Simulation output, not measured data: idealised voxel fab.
The following is a process module called voxel self aligned vias.
cross-section cut | 255 nm wide | cells 5 nm
Heads up, the way a cross-section reads in here is a grid of square cells, handed over as bands from the top down, with every band being one or more rows of cells.
First you get the band's top height and its bottom height, in nm, and then the materials it's made of, left to right, with each width in nm. If you see a single material with "edge to edge", that one covers the band edge to edge. "air" is empty space.
The level at which height equals 0 is the one under which the wafer, as it arrives, is entirely one material. No lower edge exists for the bottom band, which continues downward and is notated as in "0 down".
A two-number width, for instance "30..40", indicates that the width is equal to the first number in the top row of the band and to the second number in the bottom row, and that it changes by a constant amount per row of cells.
Where a step carries "no change occurred", the cross-section came out of it unchanged, cell for cell.
This entry, "Closed empty spaces", enumerates those empty regions of no fewer than 8 cells that possess no open connection to the top. Each region is reported in the form width x height at distance, the distance being taken from the left edge, with all three quantities expressed in nm.
If you see something after the settings on a step's line, that's the simulator's own remark about that step.
If you see "overlay nm" on a step's line and that step has a mask, it's telling you how far right of where it was planned the mask ended up; a negative number means it went left instead.

### Steps planned for the process
| 1 | RECEIVE with material Si |
| 2 | CONFORMAL_DEP with material SiO2, thk nm 10 |
| 3 | CONFORMAL_DEP with material SiCN, thk nm 5 |
| 4 | DIRECTIONAL_DEP with material SiO2, thk nm 25 |
| 5 | DIRECTIONAL_DEP with material aC, thk nm 15 |
| 6 | PATTERN with tone open, mask id LINES, material resist, width nm 25, pitch nm 75, thk nm 30, overlay nm 0 |
| 7 | DIRECTIONAL_ETCH with etch materials aC, depth nm 15 |
| 8 | STRIP with etch materials resist |
| 9 | DIRECTIONAL_ETCH with etch materials SiO2, depth nm 25 |
| 10 | STRIP with etch materials aC |
| 11 | CONFORMAL_DEP with material TiN, thk nm 5 |
| 12 | FILL_DEP with material Ru, thk nm 5 |
| 13 | CMP with height nm 40 |
| 14 | SELECTIVE_ETCH with etch materials W Ru TiN, depth nm 10 |
| 15 | FILL_DEP with material SiN, thk nm 5 |
| 16 | CMP with height nm 40 |
| 17 | DIRECTIONAL_DEP with material SiO2, thk nm 15 |
| 18 | PATTERN with tone open, mask id VIAS, material resist, width nm 45, pitch nm 150, thk nm 15, overlay nm 0 |
| 19 | DIRECTIONAL_ETCH with etch materials SiO2, depth nm 15 |
| 20 | DIRECTIONAL_ETCH with etch materials SiN, depth nm 10 |
| 21 | STRIP with etch materials resist |
| 22 | CONFORMAL_DEP with material TiN, thk nm 5 |
| 23 | FILL_DEP with material Cu, thk nm 10 |
| 24 | CMP with height nm 55 |
| 25 | CONFORMAL_DEP with material SiN, thk nm 5 |

### Cross-section of the wafer upon arrival, representing the state reached after step 1
> 0 down | Si edge to edge
> Closed empty spaces: none

### Final wafer profile in cross-section after the module, from the same start and plan as above, with one mistake made during processing
> 60 to 55 | SiN edge to edge
> 55 to 40 | Ru edge to edge
> 40 to 30 | SiO2 40 nm | SiN 25 nm | SiO2 50 nm | SiN 25 nm | SiO2 50 nm | SiN 25 nm | SiO2 40 nm
> 30 to 20 | SiO2 40 nm | TiN 5 nm | Ru 15 nm | TiN 5 nm | SiO2 50 nm | TiN 5 nm | Ru 15 nm | TiN 5 nm | SiO2 50 nm | TiN 5 nm | Ru 15 nm | TiN 5 nm | SiO2 40 nm
> 20 to 15 | SiO2 40 nm | TiN 25 nm | SiO2 50 nm | TiN 25 nm | SiO2 50 nm | TiN 25 nm | SiO2 40 nm
> 15 to 10 | SiCN edge to edge
> 10 to 0 | SiO2 edge to edge
> 0 down | Si edge to edge
> Closed empty spaces: none
Diagnosis: heads up, step 17 didn't go per plan, it actually ran as DIRECTIONAL_DEP with material Ru, thk nm 15
